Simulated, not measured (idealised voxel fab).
process module | voxel wiring stack
cross-section cut | 235 nm wide | cells 5 nm
A cross-section is a grid of square cells, given in bands from the top down. A band is one or more rows of cells.
Each band's line starts with the height of the band's top and of its bottom, in nm. Then come its materials from left to right, each with its width in nm. One material with "throughout" fills the band from edge to edge. "air" is empty space.
Height 0 is the level under which the wafer as received is all one material. The lowest band goes on downwards, as in "0 down".
A width such as "30 to 40" changes by the same amount from each row of cells to the next, from the band's top row to its bottom row.
"no change" after a step means that no cell of the cross-section changed.
closed voids: empty space of 8 cells or more with no open way to the top, each as width x height at its distance from the left edge, in nm
after a step's settings: what the simulator itself notes on the step
overlay nm, on a step with a mask: how far to the right of its planned place the mask lay; to the left if negative
plan
1 op RECEIVE | material Si
2 op CONFORMAL_DEP | material SiO2 | thk nm 10
3 op DIRECTIONAL_DEP | material TiN | thk nm 5
4 op DIRECTIONAL_DEP | material W | thk nm 20
5 op PATTERN | tone cover | mask id METAL_1 | material resist | width nm 30 | pitch nm 45 | thk nm 20 | overlay nm 0
6 op DIRECTIONAL_ETCH | etch materials W | depth nm 20
7 op DIRECTIONAL_ETCH | etch materials TiN | depth nm 5
8 op STRIP | etch materials resist
9 op FILL_DEP | material lowk | thk nm 5
10 op CMP | height nm 35
11 op CONFORMAL_DEP | material SiCN | thk nm 5
12 op DIRECTIONAL_DEP | material SiO2 | thk nm 20
13 op DIRECTIONAL_DEP | material aC | thk nm 15
14 op PATTERN | tone open | mask id PLUG_1 | material resist | width nm 15 | pitch nm 45 | thk nm 35 | overlay nm 0
15 op DIRECTIONAL_ETCH | etch materials aC | depth nm 15
16 op STRIP | etch materials resist
17 op DIRECTIONAL_ETCH | etch materials SiO2 | depth nm 20
18 op DIRECTIONAL_ETCH | etch materials SiCN | depth nm 5
19 op STRIP | etch materials aC
20 op CONFORMAL_DEP | material TiN | thk nm 5
21 op FILL_DEP | material W | thk nm 10
22 op CMP | height nm 60
23 op CONFORMAL_DEP | material SiCN | thk nm 5
24 op DIRECTIONAL_DEP | material lowk | thk nm 20
25 op PATTERN | tone open | mask id METAL_2 | material resist | width nm 30 | pitch nm 45 | thk nm 15 | overlay nm 0
26 op DIRECTIONAL_ETCH | etch materials lowk | depth nm 20
27 op DIRECTIONAL_ETCH | etch materials SiCN | depth nm 5
28 op STRIP | etch materials resist
29 op CONFORMAL_DEP | material TiN | thk nm 5
30 op FILL_DEP | material Cu | thk nm 5
31 op CMP | height nm 85
32 op CONFORMAL_DEP | material SiCN | thk nm 5
33 op DIRECTIONAL_DEP | material SiO2 | thk nm 30
34 op PATTERN | tone open | mask id METAL_3 | material resist | width nm 30 | pitch nm 45 | thk nm 15 | overlay nm 0
35 op DIRECTIONAL_ETCH | etch materials SiO2 | depth nm 20
36 op STRIP | etch materials resist
37 op PATTERN | tone open | mask id METAL_3_HOLES | material resist | width nm 15 | pitch nm 90 | thk nm 20 | overlay nm 0
38 op DIRECTIONAL_ETCH | etch materials SiO2 | depth nm 10
39 op DIRECTIONAL_ETCH | etch materials SiCN | depth nm 5
40 op STRIP | etch materials resist
41 op CONFORMAL_DEP | material TiN | thk nm 5
42 op FILL_DEP | material Cu | thk nm 5
43 op CMP | height nm 120
44 op CONFORMAL_DEP | material SiCN | thk nm 5
45 op DIRECTIONAL_DEP | material lowk | thk nm 30
46 op PATTERN | tone open | mask id METAL_4 | material resist | width nm 30 | pitch nm 45 | thk nm 20 | overlay nm 0
47 op DIRECTIONAL_ETCH | etch materials lowk | depth nm 15
48 op STRIP | etch materials resist
49 op MASKED_ETCH | tone open | mask id METAL_4_HOLES | width nm 15 | pitch nm 45 | etch materials lowk | depth nm 15 | overlay nm 0
50 op MASKED_ETCH | tone open | mask id METAL_4_HOLES | width nm 15 | pitch nm 45 | etch materials SiCN | depth nm 5 | overlay nm 0
51 op CONFORMAL_DEP | material TiN | thk nm 5
52 op FILL_DEP | material Cu | thk nm 10
53 op CMP | height nm 155
54 op CONFORMAL_DEP | material SiN | thk nm 5
as received, after step 1
  0 down: Si throughout
  closed voids: none
a wafer at the end: this start, this plan, one mistake
  160 to 155: SiN throughout
  155 to 145: lowk 50 | TiN 5 | Cu 25 | TiN 5 | lowk 10 | TiN 5 | Cu 25 | TiN 5 | lowk 10 | TiN 5 | Cu 25 | TiN 5 | lowk 60
  145 to 140: lowk 50 | TiN 10 | Cu 10 | TiN 15 | lowk 10 | TiN 10 | Cu 10 | TiN 15 | lowk 10 | TiN 10 | Cu 10 | TiN 15 | lowk 60
  140 to 130: lowk 55 | TiN 5 | Cu 10 | TiN 5 | lowk 25 | TiN 5 | Cu 10 | TiN 5 | lowk 25 | TiN 5 | Cu 10 | TiN 5 | lowk 70
  130 to 125: lowk 55 | TiN 5 | Cu 5 | TiN 10 | lowk 25 | TiN 5 | Cu 5 | TiN 10 | lowk 25 | TiN 5 | Cu 5 | TiN 10 | lowk 70
  125 to 120: SiCN 55 | TiN 15 | SiCN 30 | TiN 15 | SiCN 30 | TiN 15 | SiCN 75
  120 to 105: SiO2 55 | TiN 5 | Cu 20 | TiN 5 | SiO2 15 | TiN 5 | Cu 20 | TiN 5 | SiO2 15 | TiN 5 | Cu 20 | TiN 5 | SiO2 60
  105 to 100: SiO2 55 | TiN 5 | Cu 5 | TiN 20 | SiO2 15 | TiN 30 | SiO2 15 | TiN 5 | Cu 5 | TiN 20 | SiO2 60
  100 to 90: SiO2 55 | TiN 5 | Cu 5 | TiN 5 | SiO2 75 | TiN 5 | Cu 5 | TiN 5 | SiO2 75
  90 to 85: SiCN 55 | TiN 15 | SiCN 75 | TiN 15 | SiCN 75
  85 to 65: lowk 55 | TiN 5 | Cu 20 | TiN 5 | lowk 15 | TiN 5 | Cu 20 | TiN 5 | lowk 15 | TiN 5 | Cu 20 | TiN 5 | lowk 60
  65 to 60: SiCN 55 | TiN 30 | SiCN 15 | TiN 30 | SiCN 15 | TiN 30 | SiCN 60
  60 to 40: SiO2 55 | TiN 5 | W 5 | TiN 5 | SiO2 30 | TiN 5 | W 5 | TiN 5 | SiO2 30 | TiN 5 | W 5 | TiN 5 | SiO2 75
  40 to 35: SiCN 55 | TiN 15 | SiCN 30 | TiN 15 | SiCN 30 | TiN 15 | SiCN 75
  35 to 15: lowk 55 | W 30 | lowk 15 | W 30 | lowk 15 | W 30 | lowk 60
  15 to 10: lowk 55 | TiN 30 | lowk 15 | TiN 30 | lowk 15 | TiN 30 | lowk 60
  10 to 0: SiO2 throughout
  0 down: Si throughout
  closed voids: none
what went wrong: step 49 ran as: op MASKED_ETCH | tone open | mask id METAL_4_HOLES | width nm 25 | pitch nm 45 | etch materials lowk | depth nm 15 | overlay nm 0
